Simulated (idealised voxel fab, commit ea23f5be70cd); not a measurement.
Process module in this document: voxel gate over fins
We display cut, a cross-section 205 nm in width whose square cells are each 5 nm.
This document writes a cross-section as a grid whose cells are square, and gives it as bands, listed from the top down; one or more rows of cells form a band. What a band's entry tells you: where the top is and where the bottom is, as heights in nm, and after that what lies inside, material by material from left to right, each with its width in nm. Empty space is written as the word "empty", and a single material marked with the word "all across" occupies the band from edge to edge. Ref level 0: as-received wafer is one material below here. Bottom band extends down with no lower bound ("0 down"). Graded width ("30 to 40"): value in top row of band = first number; value in bottom row = second number; row-to-row change constant. Any step labelled "nothing changed" changed none of the cells in the cross-section. The entry titled "Enclosed internal voids" provides the empty spaces that have no open way to the top, restricted to those of 8 cells or more. Each is presented as width x height at distance, the distance being measured from the left edge, with all three in nm. The remark found on a step's line after its settings is issued by the simulator itself and pertains to that step. Among the settings permitted on a step's line is "overlay nm"; applied to a step with a mask, it specifies the extent to which the mask lay to the right of its planned position, whereas a negative figure signifies a position to the left.
Set out below are the planned steps of the process
| 1 | RECEIVE: material Si |
| 2 | CONFORMAL_DEP: material SiN, thk nm 10 |
| 3 | PATTERN: tone cover, mask id FINS, material resist, width nm 15, pitch nm 45, thk nm 20, overlay nm 0 |
| 4 | DIRECTIONAL_ETCH: etch materials SiN, depth nm 10 |
| 5 | DIRECTIONAL_ETCH: etch materials Si, depth nm 35 |
| 6 | STRIP: etch materials resist |
| 7 | FILL_DEP: material SiO2, thk nm 10 |
| 8 | CMP: height nm 10 |
| 9 | SELECTIVE_ETCH: etch materials SiO2, depth nm 20 |
| 10 | STRIP: etch materials SiN |
| 11 | CONFORMAL_DEP: material HfO2, thk nm 5 |
| 12 | CONFORMAL_DEP: material TiN, thk nm 5 |
| 13 | FILL_DEP: material W, thk nm 15 |
| 14 | CMP: height nm 20 |
| 15 | CONFORMAL_DEP: material SiCN, thk nm 10 |
This is the cross-section of the wafer as we received it, i.e. after step 1
> 0 down | Si all across
> Enclosed internal voids: none
End state of the module in cross-section, given the above starting point and plan and one mistake in execution
> 30 to 20 | SiCN all across
> 20 to 10 | W all across
> 10 to 5 | TiN all across
> 5 to 0 | 30 HfO2; 5 TiN; 40 HfO2; 5 TiN; 40 HfO2; 5 TiN; 40 HfO2; 5 TiN; 35 HfO2
> 0 to -5 | 25 Si; 5 HfO2; 5 TiN; 5 HfO2; 30 Si; 5 HfO2; 5 TiN; 5 HfO2; 30 Si; 5 HfO2; 5 TiN; 5 HfO2; 30 Si; 5 HfO2; 5 TiN; 5 HfO2; 30 Si
> -5 to -10 | 25 Si; 15 HfO2; 30 Si; 15 HfO2; 30 Si; 15 HfO2; 30 Si; 15 HfO2; 30 Si
> -10 to -35 | 25 Si; 15 SiO2; 30 Si; 15 SiO2; 30 Si; 15 SiO2; 30 Si; 15 SiO2; 30 Si
> -35 down | Si all across
> Enclosed internal voids: none
In executing the process, a mistake was made relative to the plan: so step 3 ended up running with a different setting than we planned, it ran as PATTERN: tone open, mask id FINS, material resist, width nm 15, pitch nm 45, thk nm 20, overlay nm 0
